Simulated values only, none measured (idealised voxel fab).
Process module heading - voxel transistor to metal
It is cross-section cut that appears here, measuring 270 nm in width, its square cells being 5 nm in size.
How to read a cross-section here: the picture is a grid of square cells, written as bands going from the top down, and any band can span one or more rows of cells.
A band entry consists of two parts. The first gives the height of the band's top and the height of its bottom, in nm. The rest lists the band's materials from left to right, each with its width in nm. A single material labelled with the word "all across" fills the band from edge to edge, and the word "air" marks empty space.
Below 0: as-received wafer, all one material; heights counted from there. Lowest band: no bottom, goes on down, written "0..down".
So if you see something like "30 to 40" for the width, read it as the top row of the band sitting at the first number and the bottom row at the second, with every row in between moving by the same amount as the last.
It should be understood that the words "left unchanged", when stated for a given step, signify that the cross-section underwent no change in any of its cells during that step.
Under "Closed void inventory" you'll find the enclosed gaps, the ones with no way out to the top, that are 8 cells or bigger; each reads width x height at distance, with distance counted from the left edge, everything in nm.
Read whatever lies past the settings on a step's line as the simulator's own remark about the step.
You can add "overlay nm" to a step's line. For a step with a mask, it describes how far the mask lay to the right of its planned position, and a negative number describes a lay to the left.

[Listed below are the process steps as planned]
- 1: RECEIVE [material Si]
- 2: OXIDIZE [depth nm 5]
- 3: CONFORMAL_DEP [material SiN] [thk nm 10]
- 4: MASKED_ETCH [tone cover] [mask id ACTIVE] [width nm 95] [pitch nm 115] [etch materials SiN] [depth nm 10] [overlay nm 0]
- 5: MASKED_ETCH [tone cover] [mask id ACTIVE] [width nm 95] [pitch nm 115] [etch materials SiO2] [depth nm 5] [overlay nm 0]
- 6: MASKED_ETCH [tone cover] [mask id ACTIVE] [width nm 95] [pitch nm 115] [etch materials Si] [depth nm 25] [overlay nm 0]
- 7: OXIDIZE [depth nm 5]
- 8: FILL_DEP [material SiO2] [thk nm 10]
- 9: CMP [height nm 10]
- 10: SELECTIVE_ETCH [etch materials SiO2] [depth nm 5]
- 11: STRIP [etch materials SiN]
- 12: SELECTIVE_ETCH [etch materials SiO2] [depth nm 5]
- 13: OXIDIZE [depth nm 5]
- 14: DIRECTIONAL_DEP [material polySi] [thk nm 30]
- 15: DIRECTIONAL_DEP [material SiCN] [thk nm 10]
- 16: MASKED_ETCH [tone cover] [mask id GATE] [width nm 15] [pitch nm 115] [etch materials SiCN] [depth nm 20] [overlay nm 0]
- 17: MASKED_ETCH [tone cover] [mask id GATE] [width nm 15] [pitch nm 115] [etch materials polySi] [depth nm 40] [overlay nm 0]
- 18: CONFORMAL_DEP [material SiO2] [thk nm 5]
- 19: DIRECTIONAL_ETCH [etch materials SiO2] [depth nm 5]
- 20: CONFORMAL_DEP [material SiN] [thk nm 10]
- 21: DIRECTIONAL_ETCH [etch materials SiN] [depth nm 10]
- 22: DIRECTIONAL_ETCH [etch materials SiO2] [depth nm 5]
- 23: DIRECTIONAL_ETCH [etch materials Si] [depth nm 15]
- 24: EPI [material nSi] [thk nm 15]
- 25: FILL_DEP [material SiO2] [thk nm 10]
- 26: CMP [height nm 35]
- 27: DIRECTIONAL_DEP [material SiO2] [thk nm 15]
- 28: DIRECTIONAL_DEP [material aC] [thk nm 15]
- 29: PATTERN [tone open] [mask id CONTACT] [material resist] [width nm 30] [thk nm 35] [overlay nm 0]
- 30: DIRECTIONAL_ETCH [etch materials aC] [depth nm 15]
- 31: STRIP [etch materials resist]
- 32: DIRECTIONAL_ETCH [etch materials SiO2] [depth nm 45]
- 33: STRIP [etch materials aC]
- 34: CONFORMAL_DEP [material TiN] [thk nm 5]
- 35: FILL_DEP [material W] [thk nm 10]
- 36: CMP [height nm 50]
- 37: DIRECTIONAL_DEP [material TiN] [thk nm 5]
- 38: DIRECTIONAL_DEP [material Ru] [thk nm 15]
- 39: MASKED_ETCH [tone cover] [mask id METAL_1] [width nm 15] [etch materials Ru] [depth nm 15] [overlay nm 0]
- 40: MASKED_ETCH [tone cover] [mask id METAL_1] [width nm 15] [etch materials TiN] [depth nm 5] [overlay nm 0]
- 41: CONFORMAL_DEP [material SiCN] [thk nm 5]
- 42: FILL_DEP [material SiO2] [thk nm 5]
- 43: CMP [height nm 70]
- 44: CONFORMAL_DEP [material SiCN] [thk nm 5]
All wafers enter the flow in the same state. The width nm at step 39 differs from wafer to wafer, and the plan gives the value for the first wafer.

[This is how the first of several wafers looked in cross-section when it arrived, which is after step 1]
- 0..down  Si all across
- Closed void inventory: none

[Below, a row for every wafer. Read it as the end-of-module picture: for each material the wafer shows its cells gained (+) or lost (-) since it was received, and then its closed voids]
width nm 15 | +36 Ru | -244 Si | +132 SiCN | +72 SiN | +522 SiO2 | +100 TiN | +80 W | +76 nSi | +36 polySi | Closed void inventory: none
width nm 20 | +48 Ru | -244 Si | +128 SiCN | +72 SiN | +510 SiO2 | +104 TiN | +80 W | +76 nSi | +36 polySi | Closed void inventory: none
width nm 25 | +60 Ru | -244 Si | +124 SiCN | +72 SiN | +498 SiO2 | +108 TiN | +80 W | +76 nSi | +36 polySi | Closed void inventory: none
width nm 30 | +72 Ru | -244 Si | +120 SiCN | +72 SiN | +486 SiO2 | +112 TiN | +80 W | +76 nSi | +36 polySi | Closed void inventory: none
